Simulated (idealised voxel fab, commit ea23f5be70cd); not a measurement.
Process module in this document: voxel spacer lines
Square cells of 5 nm make up the cross-section cut, whose width is 255 nm.
A cross-section is a grid of square cells, given in bands from the top down. A band is one or more rows of cells.
The band entry comprises the height of the band's top followed by the height of its bottom, expressed in nm, and subsequently the band's materials from left to right, each stated together with its width in nm. Where a single material is marked with the word "throughout", that material fills the band from edge to edge. The word "empty" represents empty space.
Where do heights start? At 0: under that level the wafer as delivered is made of one material only. And the lowest band has no floor; it just carries on downward, as in "0 and below".
It should be noted that a width expressed as "30->40" varies in equal increments from row to row of cells within the band, taking the value of the first number at the top row and that of the second number at the bottom row.
"no change" after a step means that no cell of the cross-section changed.
Heads up: "Sealed internal cavities" only lists the empty pockets with no open path to the top that are 8 cells or more, and it writes them as width x height at distance, distance from the left edge, in nm.
Formally, on a step line, whatever follows the settings is a remark that the simulator itself makes on the step.
What "overlay nm" on a step's line means: if the step has a mask, that mask lay this far to the right of its planned place, or, when the value is negative, to the left.

[The steps planned for the process are as follows]
step 1: RECEIVE [material Si]
step 2: CONFORMAL_DEP [material Al2O3] [thk nm 10]
step 3: DIRECTIONAL_DEP [material W] [thk nm 15]
step 4: DIRECTIONAL_DEP [material aC] [thk nm 30]
step 5: PATTERN [tone cover] [mask id MANDREL] [material resist] [width nm 25] [pitch nm 80] [thk nm 40] [overlay nm 0]
step 6: DIRECTIONAL_ETCH [etch materials aC] [depth nm 30]
step 7: STRIP [etch materials resist]
step 8: CONFORMAL_DEP [material SiN] [thk nm 15]
step 9: DIRECTIONAL_ETCH [etch materials SiN] [depth nm 15]
step 10: STRIP [etch materials aC]
step 11: DIRECTIONAL_ETCH [etch materials W] [depth nm 15]
step 12: STRIP [etch materials SiN]

[Of two wafers, the first: run according to plan]

[Cross-section of the incoming wafer, state after step 1]
	0 and below | Si throughout
	Sealed internal cavities: none

[after step 2]
	10 down to 0 | Al2O3 throughout
	Below 0 it's all the same as before, nothing changed down there.

[after step 3]
	25 down to 10 | W throughout
	Below 10 it's all the same as before, nothing changed down there.

[after step 4]
	55 down to 25 | aC throughout
	Below 25 it's all the same as before, nothing changed down there.

[after step 5]
	95 down to 55 | empty: 35  resist: 25  empty: 55  resist: 25  empty: 55  resist: 25  empty: 35
	Below 55 it's all the same as before, nothing changed down there.

[after step 6]
	65 down to 55 | empty: 35  resist: 25  empty: 55  resist: 25  empty: 55  resist: 25  empty: 35
	55 down to 25 | empty: 35  aC: 25  empty: 55  aC: 25  empty: 55  aC: 25  empty: 35
	Below 25 it's all the same as before, nothing changed down there.

[after step 7]
	55 down to 25 | empty: 35  aC: 25  empty: 55  aC: 25  empty: 55  aC: 25  empty: 35
	Below 25 it's all the same as before, nothing changed down there.

[after step 8]
	70 down to 55 | empty: 20  SiN: 55  empty: 25  SiN: 55  empty: 25  SiN: 55  empty: 20
	55 down to 40 | empty: 20  SiN: 15  aC: 25  SiN: 15  empty: 25  SiN: 15  aC: 25  SiN: 15  empty: 25  SiN: 15  aC: 25  SiN: 15  empty: 20
	40 down to 25 | SiN: 35  aC: 25  SiN: 55  aC: 25  SiN: 55  aC: 25  SiN: 35
	Below 25 it's all the same as before, nothing changed down there.

[after step 9]
	55 down to 25 | empty: 20  SiN: 15  aC: 25  SiN: 15  empty: 25  SiN: 15  aC: 25  SiN: 15  empty: 25  SiN: 15  aC: 25  SiN: 15  empty: 20
	Below 25 it's all the same as before, nothing changed down there.

[after step 10]
	55 down to 25 | empty: 20  SiN: 15  empty: 25  SiN: 15  empty: 25  SiN: 15  empty: 25  SiN: 15  empty: 25  SiN: 15  empty: 25  SiN: 15  empty: 20
	Below 25 it's all the same as before, nothing changed down there.

[after step 11]
	55 down to 25 | empty: 20  SiN: 15  empty: 25  SiN: 15  empty: 25  SiN: 15  empty: 25  SiN: 15  empty: 25  SiN: 15  empty: 25  SiN: 15  empty: 20
	25 down to 10 | empty: 20  W: 15  empty: 25  W: 15  empty: 25  W: 15  empty: 25  W: 15  empty: 25  W: 15  empty: 25  W: 15  empty: 20
	Below 10 it's all the same as before, nothing changed down there.

[after step 12]
	25 down to 10 | empty: 20  W: 15  empty: 25  W: 15  empty: 25  W: 15  empty: 25  W: 15  empty: 25  W: 15  empty: 25  W: 15  empty: 20
	Below 10 it's all the same as before, nothing changed down there.

[Wafer two. Same start, same plan, one slip in execution. Same as wafer one through step 1, inclusive]

[What the second wafer looks like in cross-section when step 2 should have wrapped up]
	15 down to 0 | W throughout
	Below 0 it's all the same as before, nothing changed down there.

[What the second wafer looks like in cross-section when step 3 should have wrapped up]
	25 down to 15 | Al2O3 throughout
	Below 15 it's all the same as before, nothing changed down there.

[What the second wafer looks like in cross-section when step 4 should have wrapped up]
	55 down to 25 | aC throughout
	Below 25 it's all the same as before, nothing changed down there.

[What the second wafer looks like in cross-section when step 5 should have wrapped up]
	95 down to 55 | empty: 35  resist: 25  empty: 55  resist: 25  empty: 55  resist: 25  empty: 35
	Below 55 it's all the same as before, nothing changed down there.

[What the second wafer looks like in cross-section when step 6 should have wrapped up]
	65 down to 55 | empty: 35  resist: 25  empty: 55  resist: 25  empty: 55  resist: 25  empty: 35
	55 down to 25 | empty: 35  aC: 25  empty: 55  aC: 25  empty: 55  aC: 25  empty: 35
	Below 25 it's all the same as before, nothing changed down there.

[What the second wafer looks like in cross-section when step 7 should have wrapped up]
	55 down to 25 | empty: 35  aC: 25  empty: 55  aC: 25  empty: 55  aC: 25  empty: 35
	Below 25 it's all the same as before, nothing changed down there.

[What the second wafer looks like in cross-section when step 8 should have wrapped up]
	70 down to 55 | empty: 20  SiN: 55  empty: 25  SiN: 55  empty: 25  SiN: 55  empty: 20
	55 down to 40 | empty: 20  SiN: 15  aC: 25  SiN: 15  empty: 25  SiN: 15  aC: 25  SiN: 15  empty: 25  SiN: 15  aC: 25  SiN: 15  empty: 20
	40 down to 25 | SiN: 35  aC: 25  SiN: 55  aC: 25  SiN: 55  aC: 25  SiN: 35
	Below 25 it's all the same as before, nothing changed down there.

[What the second wafer looks like in cross-section when step 9 should have wrapped up]
	55 down to 25 | empty: 20  SiN: 15  aC: 25  SiN: 15  empty: 25  SiN: 15  aC: 25  SiN: 15  empty: 25  SiN: 15  aC: 25  SiN: 15  empty: 20
	Below 25 it's all the same as before, nothing changed down there.

[What the second wafer looks like in cross-section when step 10 should have wrapped up]
	55 down to 25 | empty: 20  SiN: 15  empty: 25  SiN: 15  empty: 25  SiN: 15  empty: 25  SiN: 15  empty: 25  SiN: 15  empty: 25  SiN: 15  empty: 20
	Below 25 it's all the same as before, nothing changed down there.

What the second wafer looks like in cross-section when step 11 should have wrapped up: no change

[What the second wafer looks like in cross-section when step 12 should have wrapped up]
	25 down to 15 | Al2O3 throughout
	Below 15 it's all the same as before, nothing changed down there.
The plan and the run diverged here: swap of plan steps 2 and 3 during execution
Wafer comparison, final, in cells, second relative to first, materials more or fewer: 99 more of W
